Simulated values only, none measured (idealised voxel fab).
process module | voxel transistor to metal
cross-section cut | 285 nm wide | cells 5 nm
A cross-section is a grid of square cells, given in bands from the top down. A band is one or more rows of cells.
Each band's line starts with the height of the band's top and of its bottom, in nm. Then come its materials from left to right, each with its width in nm. One material with "throughout" fills the band from edge to edge. "air" is empty space.
Height 0 is the level under which the wafer as received is all one material. The lowest band goes on downwards, as in "0 down".
A width such as "30 to 40" changes by the same amount from each row of cells to the next, from the band's top row to its bottom row.
"no change" after a step means that no cell of the cross-section changed.
closed voids: empty space of 8 cells or more with no open way to the top, each as width x height at its distance from the left edge, in nm
after a step's settings: what the simulator itself notes on the step
overlay nm, on a step with a mask: how far to the right of its planned place the mask lay; to the left if negative
plan
1 op RECEIVE | material Si
2 op OXIDIZE | depth nm 5
3 op CONFORMAL_DEP | material SiN | thk nm 10
4 op PATTERN | tone cover | mask id ACTIVE | material resist | width nm 110 | pitch nm 135 | thk nm 20 | overlay nm 0
5 op DIRECTIONAL_ETCH | etch materials SiN | depth nm 10
6 op DIRECTIONAL_ETCH | etch materials SiO2 | depth nm 5
7 op DIRECTIONAL_ETCH | etch materials Si | depth nm 30
8 op STRIP | etch materials resist
9 op OXIDIZE | depth nm 5
10 op FILL_DEP | material SiO2 | thk nm 10
11 op CMP | height nm 10
12 op SELECTIVE_ETCH | etch materials SiO2 | depth nm 10
13 op STRIP | etch materials SiN
14 op SELECTIVE_ETCH | etch materials SiO2 | depth nm 5
15 op OXIDIZE | depth nm 5
16 op DIRECTIONAL_DEP | material polySi | thk nm 30
17 op DIRECTIONAL_DEP | material SiCN | thk nm 15
18 op PATTERN | tone cover | mask id GATE | material resist | width nm 30 | pitch nm 135 | thk nm 20 | overlay nm 0
19 op DIRECTIONAL_ETCH | etch materials SiCN | depth nm 25
20 op DIRECTIONAL_ETCH | etch materials polySi | depth nm 40
21 op STRIP | etch materials resist
22 op CONFORMAL_DEP | material SiO2 | thk nm 5
23 op DIRECTIONAL_ETCH | etch materials SiO2 | depth nm 5
24 op CONFORMAL_DEP | material SiN | thk nm 10
25 op DIRECTIONAL_ETCH | etch materials SiN | depth nm 10
26 op DIRECTIONAL_ETCH | etch materials SiO2 | depth nm 5
27 op DIRECTIONAL_ETCH | etch materials Si | depth nm 10
28 op EPI | material pSi | thk nm 10
29 op FILL_DEP | material SiO2 | thk nm 5
30 op CMP | height nm 25
31 op STRIP | etch materials polySi
32 op SELECTIVE_ETCH | etch materials SiO2 | depth nm 5
33 op CONFORMAL_DEP | material HfO2 | thk nm 5
34 op CONFORMAL_DEP | material TiN | thk nm 5
35 op FILL_DEP | material W | thk nm 10
36 op CMP | height nm 20
37 op DIRECTIONAL_DEP | material SiO2 | thk nm 10
38 op MASKED_ETCH | tone open | mask id CONTACT | width nm 15 | etch materials SiO2 | depth nm 40 | overlay nm 0
39 op CONFORMAL_DEP | material TiN | thk nm 5
40 op FILL_DEP | material Ru | thk nm 10
41 op CMP | height nm 30
42 op CONFORMAL_DEP | material SiN | thk nm 5
43 op DIRECTIONAL_DEP | material lowk | thk nm 20
44 op MASKED_ETCH | tone open | mask id METAL_1 | width nm 15 | etch materials lowk | depth nm 20 | overlay nm 0
45 op MASKED_ETCH | tone open | mask id METAL_1 | width nm 15 | etch materials SiN | depth nm 5 | overlay nm 0
46 op CONFORMAL_DEP | material TiN | thk nm 5
47 op FILL_DEP | material Ru | thk nm 10
48 op CMP | height nm 55
49 op CONFORMAL_DEP | material SiCN | thk nm 5
50 op DIRECTIONAL_DEP | material lowk | thk nm 30
51 op PATTERN | tone open | mask id METAL_2 | material resist | width nm 15 | pitch nm 135 | thk nm 15 | overlay nm 0
52 op DIRECTIONAL_ETCH | etch materials lowk | depth nm 20
53 op STRIP | etch materials resist
54 op MASKED_ETCH | tone open | mask id METAL_2_HOLES | width nm 15 | pitch nm 135 | etch materials lowk | depth nm 10 | overlay nm 0
55 op MASKED_ETCH | tone open | mask id METAL_2_HOLES | width nm 15 | pitch nm 135 | etch materials SiCN | depth nm 5 | overlay nm 0
56 op CONFORMAL_DEP | material TiN | thk nm 5
57 op FILL_DEP | material Cu | thk nm 10
58 op CMP | height nm 90
59 op CONFORMAL_DEP | material SiCN | thk nm 5
first wafer, as planned
as received, after step 1
  0 down: Si throughout
  closed voids: none
after step 2
  0 to -5: SiO2 throughout
  below -5: unchanged
after step 3
  10 to 0: SiN throughout
  below 0: unchanged
after step 4
  30 to 10: air 20 | resist 110 | air 25 | resist 110 | air 20
  below 10: unchanged
after step 5
  30 to 10: air 20 | resist 110 | air 25 | resist 110 | air 20
  10 to 0: air 20 | SiN 110 | air 25 | SiN 110 | air 20
  below 0: unchanged
after step 6
  30 to 10: air 20 | resist 110 | air 25 | resist 110 | air 20
  10 to 0: air 20 | SiN 110 | air 25 | SiN 110 | air 20
  0 to -5: air 20 | SiO2 110 | air 25 | SiO2 110 | air 20
  below -5: unchanged
after step 7
  30 to 10: air 20 | resist 110 | air 25 | resist 110 | air 20
  10 to 0: air 20 | SiN 110 | air 25 | SiN 110 | air 20
  0 to -5: air 20 | SiO2 110 | air 25 | SiO2 110 | air 20
  -5 to -35: air 20 | Si 110 | air 25 | Si 110 | air 20
  below -35: unchanged
after step 8
  10 to 0: air 20 | SiN 110 | air 25 | SiN 110 | air 20
  below 0: unchanged
after step 9
  10 to 0: air 20 | SiN 110 | air 25 | SiN 110 | air 20
  0 to -5: air 20 | SiO2 110 | air 25 | SiO2 110 | air 20
  -5 to -35: air 20 | SiO2 5 | Si 100 | SiO2 5 | air 25 | SiO2 5 | Si 100 | SiO2 5 | air 20
  -35 to -40: SiO2 25 | Si 100 | SiO2 35 | Si 100 | SiO2 25
  below -40: unchanged
after step 10
  20 to 10: SiO2 throughout
  10 to 0: SiO2 20 | SiN 110 | SiO2 25 | SiN 110 | SiO2 20
  0 to -5: SiO2 throughout
  -5 to -40: SiO2 25 | Si 100 | SiO2 35 | Si 100 | SiO2 25
  below -40: unchanged
after step 11
  10 to 0: SiO2 20 | SiN 110 | SiO2 25 | SiN 110 | SiO2 20
  below 0: unchanged
after step 12
  10 to 0: air 20 | SiN 110 | air 25 | SiN 110 | air 20
  below 0: unchanged
after step 13
  0 to -5: SiO2 throughout
  below -5: unchanged
after step 14
  -5 to -40: SiO2 25 | Si 100 | SiO2 35 | Si 100 | SiO2 25
  below -40: unchanged
after step 15
  -5 to -10: SiO2 throughout
  below -10: unchanged
after step 16
  25 to -5: polySi throughout
  below -5: unchanged
after step 17
  40 to 25: SiCN throughout
  below 25: unchanged
after step 18
  60 to 40: air 60 | resist 30 | air 105 | resist 30 | air 60
  below 40: unchanged
after step 19
  60 to 40: air 60 | resist 30 | air 105 | resist 30 | air 60
  40 to 25: air 60 | SiCN 30 | air 105 | SiCN 30 | air 60
  below 25: unchanged
after step 20
  60 to 40: air 60 | resist 30 | air 105 | resist 30 | air 60
  40 to 25: air 60 | SiCN 30 | air 105 | SiCN 30 | air 60
  25 to -5: air 60 | polySi 30 | air 105 | polySi 30 | air 60
  below -5: unchanged
after step 21
  40 to 25: air 60 | SiCN 30 | air 105 | SiCN 30 | air 60
  below 25: unchanged
after step 22
  45 to 40: air 55 | SiO2 40 | air 95 | SiO2 40 | air 55
  40 to 25: air 55 | SiO2 5 | SiCN 30 | SiO2 5 | air 95 | SiO2 5 | SiCN 30 | SiO2 5 | air 55
  25 to 0: air 55 | SiO2 5 | polySi 30 | SiO2 5 | air 95 | SiO2 5 | polySi 30 | SiO2 5 | air 55
  0 to -5: SiO2 60 | polySi 30 | SiO2 105 | polySi 30 | SiO2 60
  below -5: unchanged
after step 23
  40 to 25: air 55 | SiO2 5 | SiCN 30 | SiO2 5 | air 95 | SiO2 5 | SiCN 30 | SiO2 5 | air 55
  25 to -5: air 55 | SiO2 5 | polySi 30 | SiO2 5 | air 95 | SiO2 5 | polySi 30 | SiO2 5 | air 55
  below -5: unchanged
after step 24
  50 to 40: air 45 | SiN 60 | air 75 | SiN 60 | air 45
  40 to 25: air 45 | SiN 10 | SiO2 5 | SiCN 30 | SiO2 5 | SiN 10 | air 75 | SiN 10 | SiO2 5 | SiCN 30 | SiO2 5 | SiN 10 | air 45
  25 to 5: air 45 | SiN 10 | SiO2 5 | polySi 30 | SiO2 5 | SiN 10 | air 75 | SiN 10 | SiO2 5 | polySi 30 | SiO2 5 | SiN 10 | air 45
  5 to -5: SiN 55 | SiO2 5 | polySi 30 | SiO2 5 | SiN 95 | SiO2 5 | polySi 30 | SiO2 5 | SiN 55
  below -5: unchanged
after step 25
  40 to 25: air 45 | SiN 10 | SiO2 5 | SiCN 30 | SiO2 5 | SiN 10 | air 75 | SiN 10 | SiO2 5 | SiCN 30 | SiO2 5 | SiN 10 | air 45
  25 to -5: air 45 | SiN 10 | SiO2 5 | polySi 30 | SiO2 5 | SiN 10 | air 75 | SiN 10 | SiO2 5 | polySi 30 | SiO2 5 | SiN 10 | air 45
  below -5: unchanged
after step 26
  40 to 35: air 45 | SiN 10 | air 5 | SiCN 30 | air 5 | SiN 10 | air 75 | SiN 10 | air 5 | SiCN 30 | air 5 | SiN 10 | air 45
  35 to 25: air 45 | SiN 10 | SiO2 5 | SiCN 30 | SiO2 5 | SiN 10 | air 75 | SiN 10 | SiO2 5 | SiCN 30 | SiO2 5 | SiN 10 | air 45
  25 to -5: air 45 | SiN 10 | SiO2 5 | polySi 30 | SiO2 5 | SiN 10 | air 75 | SiN 10 | SiO2 5 | polySi 30 | SiO2 5 | SiN 10 | air 45
  -5 to -10: air 45 | SiO2 60 | air 75 | SiO2 60 | air 45
  below -10: unchanged
after step 27
  40 to 35: air 45 | SiN 10 | air 5 | SiCN 30 | air 5 | SiN 10 | air 75 | SiN 10 | air 5 | SiCN 30 | air 5 | SiN 10 | air 45
  35 to 25: air 45 | SiN 10 | SiO2 5 | SiCN 30 | SiO2 5 | SiN 10 | air 75 | SiN 10 | SiO2 5 | SiCN 30 | SiO2 5 | SiN 10 | air 45
  25 to -5: air 45 | SiN 10 | SiO2 5 | polySi 30 | SiO2 5 | SiN 10 | air 75 | SiN 10 | SiO2 5 | polySi 30 | SiO2 5 | SiN 10 | air 45
  -5 to -10: air 45 | SiO2 60 | air 75 | SiO2 60 | air 45
  -10 to -20: SiO2 25 | air 20 | Si 60 | air 20 | SiO2 35 | air 20 | Si 60 | air 20 | SiO2 25
  below -20: unchanged
after step 28
  40 to 35: air 45 | SiN 10 | air 5 | SiCN 30 | air 5 | SiN 10 | air 75 | SiN 10 | air 5 | SiCN 30 | air 5 | SiN 10 | air 45
  35 to 25: air 45 | SiN 10 | SiO2 5 | SiCN 30 | SiO2 5 | SiN 10 | air 75 | SiN 10 | SiO2 5 | SiCN 30 | SiO2 5 | SiN 10 | air 45
  25 to 0: air 45 | SiN 10 | SiO2 5 | polySi 30 | SiO2 5 | SiN 10 | air 75 | SiN 10 | SiO2 5 | polySi 30 | SiO2 5 | SiN 10 | air 45
  0 to -5: air 35 | pSi 10 | SiN 10 | SiO2 5 | polySi 30 | SiO2 5 | SiN 10 | pSi 10 | air 55 | pSi 10 | SiN 10 | SiO2 5 | polySi 30 | SiO2 5 | SiN 10 | pSi 10 | air 35
  -5 to -10: air 35 | pSi 10 | SiO2 60 | pSi 10 | air 55 | pSi 10 | SiO2 60 | pSi 10 | air 35
  -10 to -20: SiO2 25 | pSi 20 | Si 60 | pSi 20 | SiO2 35 | pSi 20 | Si 60 | pSi 20 | SiO2 25
  below -20: unchanged
after step 29
  45 to 40: SiO2 throughout
  40 to 25: SiO2 45 | SiN 10 | SiO2 5 | SiCN 30 | SiO2 5 | SiN 10 | SiO2 75 | SiN 10 | SiO2 5 | SiCN 30 | SiO2 5 | SiN 10 | SiO2 45
  25 to 0: SiO2 45 | SiN 10 | SiO2 5 | polySi 30 | SiO2 5 | SiN 10 | SiO2 75 | SiN 10 | SiO2 5 | polySi 30 | SiO2 5 | SiN 10 | SiO2 45
  0 to -5: SiO2 35 | pSi 10 | SiN 10 | SiO2 5 | polySi 30 | SiO2 5 | SiN 10 | pSi 10 | SiO2 55 | pSi 10 | SiN 10 | SiO2 5 | polySi 30 | SiO2 5 | SiN 10 | pSi 10 | SiO2 35
  -5 to -10: SiO2 35 | pSi 10 | SiO2 60 | pSi 10 | SiO2 55 | pSi 10 | SiO2 60 | pSi 10 | SiO2 35
  below -10: unchanged
after step 30
  25 to 0: SiO2 45 | SiN 10 | SiO2 5 | polySi 30 | SiO2 5 | SiN 10 | SiO2 75 | SiN 10 | SiO2 5 | polySi 30 | SiO2 5 | SiN 10 | SiO2 45
  below 0: unchanged
after step 31
  25 to 0: SiO2 45 | SiN 10 | SiO2 5 | air 30 | SiO2 5 | SiN 10 | SiO2 75 | SiN 10 | SiO2 5 | air 30 | SiO2 5 | SiN 10 | SiO2 45
  0 to -5: SiO2 35 | pSi 10 | SiN 10 | SiO2 5 | air 30 | SiO2 5 | SiN 10 | pSi 10 | SiO2 55 | pSi 10 | SiN 10 | SiO2 5 | air 30 | SiO2 5 | SiN 10 | pSi 10 | SiO2 35
  below -5: unchanged
after step 32
  25 to 20: air 45 | SiN 10 | air 40 | SiN 10 | air 75 | SiN 10 | air 40 | SiN 10 | air 45
  20 to 0: SiO2 45 | SiN 10 | air 40 | SiN 10 | SiO2 75 | SiN 10 | air 40 | SiN 10 | SiO2 45
  0 to -5: SiO2 35 | pSi 10 | SiN 10 | air 40 | SiN 10 | pSi 10 | SiO2 55 | pSi 10 | SiN 10 | air 40 | SiN 10 | pSi 10 | SiO2 35
  -5 to -10: SiO2 35 | pSi 10 | SiO2 10 | air 40 | SiO2 10 | pSi 10 | SiO2 55 | pSi 10 | SiO2 10 | air 40 | SiO2 10 | pSi 10 | SiO2 35
  below -10: unchanged
after step 33
  30 to 25: air 40 | HfO2 20 | air 30 | HfO2 20 | air 65 | HfO2 20 | air 30 | HfO2 20 | air 40
  25 to 20: HfO2 45 | SiN 10 | HfO2 5 | air 30 | HfO2 5 | SiN 10 | HfO2 75 | SiN 10 | HfO2 5 | air 30 | HfO2 5 | SiN 10 | HfO2 45
  20 to 0: SiO2 45 | SiN 10 | HfO2 5 | air 30 | HfO2 5 | SiN 10 | SiO2 75 | SiN 10 | HfO2 5 | air 30 | HfO2 5 | SiN 10 | SiO2 45
  0 to -5: SiO2 35 | pSi 10 | SiN 10 | HfO2 5 | air 30 | HfO2 5 | SiN 10 | pSi 10 | SiO2 55 | pSi 10 | SiN 10 | HfO2 5 | air 30 | HfO2 5 | SiN 10 | pSi 10 | SiO2 35
  -5 to -10: SiO2 35 | pSi 10 | SiO2 10 | HfO2 40 | SiO2 10 | pSi 10 | SiO2 55 | pSi 10 | SiO2 10 | HfO2 40 | SiO2 10 | pSi 10 | SiO2 35
  below -10: unchanged
after step 34
  35 to 30: air 35 | TiN 30 | air 20 | TiN 30 | air 55 | TiN 30 | air 20 | TiN 30 | air 35
  30 to 25: TiN 40 | HfO2 20 | TiN 5 | air 20 | TiN 5 | HfO2 20 | TiN 65 | HfO2 20 | TiN 5 | air 20 | TiN 5 | HfO2 20 | TiN 40
  25 to 20: HfO2 45 | SiN 10 | HfO2 5 | TiN 5 | air 20 | TiN 5 | HfO2 5 | SiN 10 | HfO2 75 | SiN 10 | HfO2 5 | TiN 5 | air 20 | TiN 5 | HfO2 5 | SiN 10 | HfO2 45
  20 to 0: SiO2 45 | SiN 10 | HfO2 5 | TiN 5 | air 20 | TiN 5 | HfO2 5 | SiN 10 | SiO2 75 | SiN 10 | HfO2 5 | TiN 5 | air 20 | TiN 5 | HfO2 5 | SiN 10 | SiO2 45
  0 to -5: SiO2 35 | pSi 10 | SiN 10 | HfO2 5 | TiN 30 | HfO2 5 | SiN 10 | pSi 10 | SiO2 55 | pSi 10 | SiN 10 | HfO2 5 | TiN 30 | HfO2 5 | SiN 10 | pSi 10 | SiO2 35
  below -5: unchanged
after step 35
  45 to 35: W throughout
  35 to 30: W 35 | TiN 30 | W 20 | TiN 30 | W 55 | TiN 30 | W 20 | TiN 30 | W 35
  30 to 25: TiN 40 | HfO2 20 | TiN 5 | W 20 | TiN 5 | HfO2 20 | TiN 65 | HfO2 20 | TiN 5 | W 20 | TiN 5 | HfO2 20 | TiN 40
  25 to 20: HfO2 45 | SiN 10 | HfO2 5 | TiN 5 | W 20 | TiN 5 | HfO2 5 | SiN 10 | HfO2 75 | SiN 10 | HfO2 5 | TiN 5 | W 20 | TiN 5 | HfO2 5 | SiN 10 | HfO2 45
  20 to 0: SiO2 45 | SiN 10 | HfO2 5 | TiN 5 | W 20 | TiN 5 | HfO2 5 | SiN 10 | SiO2 75 | SiN 10 | HfO2 5 | TiN 5 | W 20 | TiN 5 | HfO2 5 | SiN 10 | SiO2 45
  below 0: unchanged
after step 36
  20 to 0: SiO2 45 | SiN 10 | HfO2 5 | TiN 5 | W 20 | TiN 5 | HfO2 5 | SiN 10 | SiO2 75 | SiN 10 | HfO2 5 | TiN 5 | W 20 | TiN 5 | HfO2 5 | SiN 10 | SiO2 45
  below 0: unchanged
after step 37
  30 to 20: SiO2 throughout
  below 20: unchanged
after step 38
  30 to 20: SiO2 30 | air 15 | SiO2 60 | air 15 | SiO2 45 | air 15 | SiO2 60 | air 15 | SiO2 30
  20 to 0: SiO2 30 | air 15 | SiN 10 | HfO2 5 | TiN 5 | W 20 | TiN 5 | HfO2 5 | SiN 10 | air 15 | SiO2 45 | air 15 | SiN 10 | HfO2 5 | TiN 5 | W 20 | TiN 5 | HfO2 5 | SiN 10 | air 15 | SiO2 30
  0 to -5: SiO2 30 | air 5 | pSi 10 | SiN 10 | HfO2 5 | TiN 30 | HfO2 5 | SiN 10 | pSi 10 | air 5 | SiO2 45 | air 5 | pSi 10 | SiN 10 | HfO2 5 | TiN 30 | HfO2 5 | SiN 10 | pSi 10 | air 5 | SiO2 30
  -5 to -10: SiO2 30 | air 5 | pSi 10 | SiO2 10 | HfO2 40 | SiO2 10 | pSi 10 | air 5 | SiO2 45 | air 5 | pSi 10 | SiO2 10 | HfO2 40 | SiO2 10 | pSi 10 | air 5 | SiO2 30
  below -10: unchanged
after step 39
  35 to 30: TiN 35 | air 5 | TiN 70 | air 5 | TiN 55 | air 5 | TiN 70 | air 5 | TiN 35
  30 to 20: SiO2 30 | TiN 5 | air 5 | TiN 5 | SiO2 60 | TiN 5 | air 5 | TiN 5 | SiO2 45 | TiN 5 | air 5 | TiN 5 | SiO2 60 | TiN 5 | air 5 | TiN 5 | SiO2 30
  20 to 5: SiO2 30 | TiN 5 | air 5 | TiN 5 | SiN 10 | HfO2 5 | TiN 5 | W 20 | TiN 5 | HfO2 5 | SiN 10 | TiN 5 | air 5 | TiN 5 | SiO2 45 | TiN 5 | air 5 | TiN 5 | SiN 10 | HfO2 5 | TiN 5 | W 20 | TiN 5 | HfO2 5 | SiN 10 | TiN 5 | air 5 | TiN 5 | SiO2 30
  5 to 0: SiO2 30 | TiN 15 | SiN 10 | HfO2 5 | TiN 5 | W 20 | TiN 5 | HfO2 5 | SiN 10 | TiN 15 | SiO2 45 | TiN 15 | SiN 10 | HfO2 5 | TiN 5 | W 20 | TiN 5 | HfO2 5 | SiN 10 | TiN 15 | SiO2 30
  0 to -5: SiO2 30 | TiN 5 | pSi 10 | SiN 10 | HfO2 5 | TiN 30 | HfO2 5 | SiN 10 | pSi 10 | TiN 5 | SiO2 45 | TiN 5 | pSi 10 | SiN 10 | HfO2 5 | TiN 30 | HfO2 5 | SiN 10 | pSi 10 | TiN 5 | SiO2 30
  -5 to -10: SiO2 30 | TiN 5 | pSi 10 | SiO2 10 | HfO2 40 | SiO2 10 | pSi 10 | TiN 5 | SiO2 45 | TiN 5 | pSi 10 | SiO2 10 | HfO2 40 | SiO2 10 | pSi 10 | TiN 5 | SiO2 30
  below -10: unchanged
after step 40
  45 to 35: Ru throughout
  35 to 30: TiN 35 | Ru 5 | TiN 70 | Ru 5 | TiN 55 | Ru 5 | TiN 70 | Ru 5 | TiN 35
  30 to 20: SiO2 30 | TiN 5 | Ru 5 | TiN 5 | SiO2 60 | TiN 5 | Ru 5 | TiN 5 | SiO2 45 | TiN 5 | Ru 5 | TiN 5 | SiO2 60 | TiN 5 | Ru 5 | TiN 5 | SiO2 30
  20 to 5: SiO2 30 | TiN 5 | Ru 5 | TiN 5 | SiN 10 | HfO2 5 | TiN 5 | W 20 | TiN 5 | HfO2 5 | SiN 10 | TiN 5 | Ru 5 | TiN 5 | SiO2 45 | TiN 5 | Ru 5 | TiN 5 | SiN 10 | HfO2 5 | TiN 5 | W 20 | TiN 5 | HfO2 5 | SiN 10 | TiN 5 | Ru 5 | TiN 5 | SiO2 30
  below 5: unchanged
after step 41
  30 to 20: SiO2 30 | TiN 5 | Ru 5 | TiN 5 | SiO2 60 | TiN 5 | Ru 5 | TiN 5 | SiO2 45 | TiN 5 | Ru 5 | TiN 5 | SiO2 60 | TiN 5 | Ru 5 | TiN 5 | SiO2 30
  below 20: unchanged
after step 42
  35 to 30: SiN throughout
  below 30: unchanged
after step 43
  55 to 35: lowk throughout
  below 35: unchanged
after step 44
  55 to 35: lowk 30 | air 15 | lowk 60 | air 15 | lowk 45 | air 15 | lowk 60 | air 15 | lowk 30
  below 35: unchanged
after step 45
  55 to 35: lowk 30 | air 15 | lowk 60 | air 15 | lowk 45 | air 15 | lowk 60 | air 15 | lowk 30
  35 to 30: SiN 30 | air 15 | SiN 60 | air 15 | SiN 45 | air 15 | SiN 60 | air 15 | SiN 30
  below 30: unchanged
after step 46
  60 to 55: TiN 35 | air 5 | TiN 70 | air 5 | TiN 55 | air 5 | TiN 70 | air 5 | TiN 35
  55 to 35: lowk 30 | TiN 5 | air 5 | TiN 5 | lowk 60 | TiN 5 | air 5 | TiN 5 | lowk 45 | TiN 5 | air 5 | TiN 5 | lowk 60 | TiN 5 | air 5 | TiN 5 | lowk 30
  35 to 30: SiN 30 | TiN 15 | SiN 60 | TiN 15 | SiN 45 | TiN 15 | SiN 60 | TiN 15 | SiN 30
  below 30: unchanged
after step 47
  70 to 60: Ru throughout
  60 to 55: TiN 35 | Ru 5 | TiN 70 | Ru 5 | TiN 55 | Ru 5 | TiN 70 | Ru 5 | TiN 35
  55 to 35: lowk 30 | TiN 5 | Ru 5 | TiN 5 | lowk 60 | TiN 5 | Ru 5 | TiN 5 | lowk 45 | TiN 5 | Ru 5 | TiN 5 | lowk 60 | TiN 5 | Ru 5 | TiN 5 | lowk 30
  below 35: unchanged
after step 48
  55 to 35: lowk 30 | TiN 5 | Ru 5 | TiN 5 | lowk 60 | TiN 5 | Ru 5 | TiN 5 | lowk 45 | TiN 5 | Ru 5 | TiN 5 | lowk 60 | TiN 5 | Ru 5 | TiN 5 | lowk 30
  below 35: unchanged
after step 49
  60 to 55: SiCN throughout
  below 55: unchanged
after step 50
  90 to 60: lowk throughout
  below 60: unchanged
after step 51
  105 to 90: resist 30 | air 15 | resist 120 | air 15 | resist 105
  below 90: unchanged
after step 52
  105 to 90: resist 30 | air 15 | resist 120 | air 15 | resist 105
  90 to 70: lowk 30 | air 15 | lowk 120 | air 15 | lowk 105
  below 70: unchanged
after step 53
  90 to 70: lowk 30 | air 15 | lowk 120 | air 15 | lowk 105
  below 70: unchanged
after step 54
  90 to 60: lowk 30 | air 15 | lowk 120 | air 15 | lowk 105
  below 60: unchanged
after step 55
  90 to 60: lowk 30 | air 15 | lowk 120 | air 15 | lowk 105
  60 to 55: SiCN 30 | air 15 | SiCN 120 | air 15 | SiCN 105
  below 55: unchanged
after step 56
  95 to 90: TiN 35 | air 5 | TiN 130 | air 5 | TiN 110
  90 to 60: lowk 30 | TiN 5 | air 5 | TiN 5 | lowk 120 | TiN 5 | air 5 | TiN 5 | lowk 105
  60 to 55: SiCN 30 | TiN 15 | SiCN 120 | TiN 15 | SiCN 105
  below 55: unchanged
after step 57
  105 to 95: Cu throughout
  95 to 90: TiN 35 | Cu 5 | TiN 130 | Cu 5 | TiN 110
  90 to 60: lowk 30 | TiN 5 | Cu 5 | TiN 5 | lowk 120 | TiN 5 | Cu 5 | TiN 5 | lowk 105
  below 60: unchanged
after step 58
  90 to 60: lowk 30 | TiN 5 | Cu 5 | TiN 5 | lowk 120 | TiN 5 | Cu 5 | TiN 5 | lowk 105
  below 60: unchanged
after step 59
  95 to 90: SiCN throughout
  below 90: unchanged
second wafer: like start, like plan, one mistake. Through step 43 it matches the first wafer
when step 44 should have ended
  55 to 35: lowk 25 | air 25 | lowk 50 | air 25 | lowk 35 | air 25 | lowk 50 | air 25 | lowk 25
  below 35: unchanged
when step 45 should have ended
  55 to 35: lowk 25 | air 25 | lowk 50 | air 25 | lowk 35 | air 25 | lowk 50 | air 25 | lowk 25
  35 to 30: SiN 30 | air 15 | SiN 60 | air 15 | SiN 45 | air 15 | SiN 60 | air 15 | SiN 30
  below 30: unchanged
when step 46 should have ended
  60 to 55: TiN 30 | air 15 | TiN 60 | air 15 | TiN 45 | air 15 | TiN 60 | air 15 | TiN 30
  55 to 40: lowk 25 | TiN 5 | air 15 | TiN 5 | lowk 50 | TiN 5 | air 15 | TiN 5 | lowk 35 | TiN 5 | air 15 | TiN 5 | lowk 50 | TiN 5 | air 15 | TiN 5 | lowk 25
  40 to 35: lowk 25 | TiN 10 | air 5 | TiN 10 | lowk 50 | TiN 10 | air 5 | TiN 10 | lowk 35 | TiN 10 | air 5 | TiN 10 | lowk 50 | TiN 10 | air 5 | TiN 10 | lowk 25
  35 to 30: SiN 30 | TiN 15 | SiN 60 | TiN 15 | SiN 45 | TiN 15 | SiN 60 | TiN 15 | SiN 30
  below 30: unchanged
when step 47 should have ended
  70 to 60: Ru throughout
  60 to 55: TiN 30 | Ru 15 | TiN 60 | Ru 15 | TiN 45 | Ru 15 | TiN 60 | Ru 15 | TiN 30
  55 to 40: lowk 25 | TiN 5 | Ru 15 | TiN 5 | lowk 50 | TiN 5 | Ru 15 | TiN 5 | lowk 35 | TiN 5 | Ru 15 | TiN 5 | lowk 50 | TiN 5 | Ru 15 | TiN 5 | lowk 25
  40 to 35: lowk 25 | TiN 10 | Ru 5 | TiN 10 | lowk 50 | TiN 10 | Ru 5 | TiN 10 | lowk 35 | TiN 10 | Ru 5 | TiN 10 | lowk 50 | TiN 10 | Ru 5 | TiN 10 | lowk 25
  below 35: unchanged
when step 48 should have ended
  55 to 40: lowk 25 | TiN 5 | Ru 15 | TiN 5 | lowk 50 | TiN 5 | Ru 15 | TiN 5 | lowk 35 | TiN 5 | Ru 15 | TiN 5 | lowk 50 | TiN 5 | Ru 15 | TiN 5 | lowk 25
  below 40: unchanged
when step 49 should have ended
  60 to 55: SiCN throughout
  below 55: unchanged
when step 50 should have ended
  90 to 60: lowk throughout
  below 60: unchanged
when step 51 should have ended
  105 to 90: resist 30 | air 15 | resist 120 | air 15 | resist 105
  below 90: unchanged
when step 52 should have ended
  105 to 90: resist 30 | air 15 | resist 120 | air 15 | resist 105
  90 to 70: lowk 30 | air 15 | lowk 120 | air 15 | lowk 105
  below 70: unchanged
when step 53 should have ended
  90 to 70: lowk 30 | air 15 | lowk 120 | air 15 | lowk 105
  below 70: unchanged
when step 54 should have ended
  90 to 60: lowk 30 | air 15 | lowk 120 | air 15 | lowk 105
  below 60: unchanged
when step 55 should have ended
  90 to 60: lowk 30 | air 15 | lowk 120 | air 15 | lowk 105
  60 to 55: SiCN 30 | air 15 | SiCN 120 | air 15 | SiCN 105
  below 55: unchanged
when step 56 should have ended
  95 to 90: TiN 35 | air 5 | TiN 130 | air 5 | TiN 110
  90 to 60: lowk 30 | TiN 5 | air 5 | TiN 5 | lowk 120 | TiN 5 | air 5 | TiN 5 | lowk 105
  60 to 55: SiCN 30 | TiN 15 | SiCN 120 | TiN 15 | SiCN 105
  below 55: unchanged
when step 57 should have ended
  105 to 95: Cu throughout
  95 to 90: TiN 35 | Cu 5 | TiN 130 | Cu 5 | TiN 110
  90 to 60: lowk 30 | TiN 5 | Cu 5 | TiN 5 | lowk 120 | TiN 5 | Cu 5 | TiN 5 | lowk 105
  below 60: unchanged
when step 58 should have ended
  90 to 60: lowk 30 | TiN 5 | Cu 5 | TiN 5 | lowk 120 | TiN 5 | Cu 5 | TiN 5 | lowk 105
  below 60: unchanged
when step 59 should have ended
  95 to 90: SiCN throughout
  below 90: unchanged
what went wrong: step 44 ran as: op MASKED_ETCH | tone open | mask id METAL_1 | width nm 25 | etch materials lowk | depth nm 20 | overlay nm 0
at the end the second wafer has, in cells: 24 more of Ru | 8 more of TiN | 32 fewer of lowk
